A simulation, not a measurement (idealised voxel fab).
The process module presented herein is designated voxel ribs on slabs.
The figure presents cross-section cut, which has a width of 160 nm and is divided into square cells with an edge length of 5 nm.
Throughout this document, each cross-section is represented as a grid of square cells and is presented as a sequence of bands enumerated from the top downward, where a band comprises one or more rows of cells.
Heights first: top, then bottom, in nm. Then materials, left to right, each with a width in nm. "everywhere" on a single material: fills the band edge to edge. "blank": empty space.
Height 0 is the level under which the wafer as received is all one material. The lowest band goes on downwards, as in "0 -> down".
A width such as "30 to 40" changes by the same amount from each row of cells to the next, from the band's top row to its bottom row.
You'll sometimes find "all unchanged" written for a step, and that's the way of saying that nowhere in the cross-section did a cell change during that step.
Closed-off voids of 8+ cells (no open route to the top) go in "Closed voids list", written width x height at distance from the left edge, in nm.
It should be noted that, on the line of a given step, the content following the step's settings is a remark produced by the simulator itself with respect to that step.
"overlay nm" denotes, for a step that has a mask, the displacement of the mask to the right of its planned place, with negative values corresponding to the left.

Plan
- 1: op RECEIVE | material Si
- 2: op DIRECTIONAL_DEP | material SiO2 | thk nm 25
- 3: op DIRECTIONAL_DEP | material SiN | thk nm 20
- 4: op DIRECTIONAL_DEP | material aC | thk nm 10
- 5: op PATTERN | tone cover | mask id RIB | material resist | width nm 30 | thk nm 30 | overlay nm 0
- 6: op DIRECTIONAL_ETCH | etch materials aC | depth nm 10
- 7: op STRIP | etch materials resist
- 8: op DIRECTIONAL_ETCH | etch materials SiN | depth nm 10
- 9: op STRIP | etch materials aC
- 10: op DIRECTIONAL_DEP | material aC | thk nm 15
- 11: op PATTERN | tone cover | mask id SLAB | material resist | width nm 90 | thk nm 30 | overlay nm 0
- 12: op DIRECTIONAL_ETCH | etch materials aC | depth nm 15
- 13: op STRIP | etch materials resist
- 14: op DIRECTIONAL_ETCH | etch materials SiN | depth nm 10
- 15: op STRIP | etch materials aC
- 16: op FILL_DEP | material SiO2 | thk nm 25
- 17: op CMP | height nm 65
- 18: op DIRECTIONAL_DEP | material TiN | thk nm 5
- 19: op DIRECTIONAL_DEP | material aC | thk nm 15
- 20: op PATTERN | tone cover | mask id HEATER | material resist | width nm 40 | thk nm 30 | overlay nm -15
- 21: op DIRECTIONAL_ETCH | etch materials aC | depth nm 15
- 22: op STRIP | etch materials resist
- 23: op DIRECTIONAL_ETCH | etch materials TiN | depth nm 5
- 24: op STRIP | etch materials aC
- 25: op CONFORMAL_DEP | material SiN | thk nm 5
For clarity, it should be stated that the wafers under discussion commence in an identical condition and differ with respect to the overlay nm of step 20, the plan indicating the value that the first wafer had.

First wafer of several, as received: cross-section after step 1
> 0 -> down | Si everywhere
> Closed voids list: none

For your reference, the table is organized with a row per wafer; each row reflects the wafer at the end of the module, indicating for each material the cells gained (+) or lost (-) since receipt, and thereafter its closed voids
overlay nm -15 | +82 SiN | +368 SiO2 | +8 TiN | Closed voids list: none
overlay nm -10 | +82 SiN | +368 SiO2 | +8 TiN | Closed voids list: none
overlay nm -5 | +82 SiN | +368 SiO2 | +8 TiN | Closed voids list: none
overlay nm 0 | +82 SiN | +368 SiO2 | +8 TiN | Closed voids list: none
overlay nm 5 | +82 SiN | +368 SiO2 | +8 TiN | Closed voids list: none
overlay nm 10 | +82 SiN | +368 SiO2 | +8 TiN | Closed voids list: none
overlay nm 15 | +82 SiN | +368 SiO2 | +8 TiN | Closed voids list: none
